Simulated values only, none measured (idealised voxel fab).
Process module in this document: voxel trench capacitor
235 nm wide, 5 nm square cells: that's cross-section cut.
If you're reading a cross-section in this doc, picture square cells in a grid; it comes to you as bands, top ones listed first down to the bottom, and a band can be one or more rows of cells. It is stipulated that each band's entry specify, in nanometres, the height of the top of the band and then that of its bottom, followed by the materials of the band in left-to-right sequence, each together with its width in nanometres. A single material marked by the word "all across" is understood to fill the band from edge to edge; the word "blank" is understood to denote empty space. Heights from 0 (as-received wafer is one material below). Bottom band endless downward, as "0..down". With a width like "30..40", each row of cells in the band differs from the next by the same amount, the top row carrying the first number and the bottom row the second. "same as before" means the step left every cell of the cross-section as it was. "Cavities, sealed": sealed empty spaces, 8 cells or more, no open way to top, listed width x height at distance, with distance from the left edge and width, height and distance in nm. Post-settings text on a step line: simulator's own remark regarding the step. When a step includes a mask, the "overlay nm" setting on its line states how far to the right of its planned place that mask lay, and negative values state how far to the left.
[Planned process steps]
1) RECEIVE | material Si
2) CONFORMAL_DEP | material SiN | thk nm 5
3) MASKED_ETCH | tone open | mask id TRENCH | width nm 25 | pitch nm 40 | etch materials SiN | depth nm 5 | overlay nm 0
4) MASKED_ETCH | tone open | mask id TRENCH | width nm 25 | pitch nm 40 | etch materials Si | depth nm 35 | overlay nm 0
5) CONFORMAL_DEP | material HfO2 | thk nm 5
6) CONFORMAL_DEP | material TiN | thk nm 5
7) FILL_DEP | material W | thk nm 10
8) CMP | height nm 5
[Here's what the wafer looked like in cross-section when it arrived - that's after step 1]
> 0..down = Si all across
> Cavities, sealed: none
[The cross-section shown corresponds to the wafer at the conclusion of the module. The initial structure and the process plan are those presented above; however, one mistake occurred in executing the plan]
> -5..-25 = Si (65); HfO2 (5); TiN (5); W (5); TiN (5); HfO2 (5); Si (15); HfO2 (5); TiN (5); W (5); TiN (5); HfO2 (5); Si (15); HfO2 (5); TiN (5); W (5); TiN (5); HfO2 (5); Si (65)
> -25..-30 = Si (65); HfO2 (5); TiN (15); HfO2 (5); Si (15); HfO2 (5); TiN (15); HfO2 (5); Si (15); HfO2 (5); TiN (15); HfO2 (5); Si (65)
> -30..-35 = Si (65); HfO2 (25); Si (15); HfO2 (25); Si (15); HfO2 (25); Si (65)
> -35..down = Si all across
> Cavities, sealed: none
What broke from the plan during processing? step 8 went in with a setting other than planned; the actual run was CMP | height nm -5
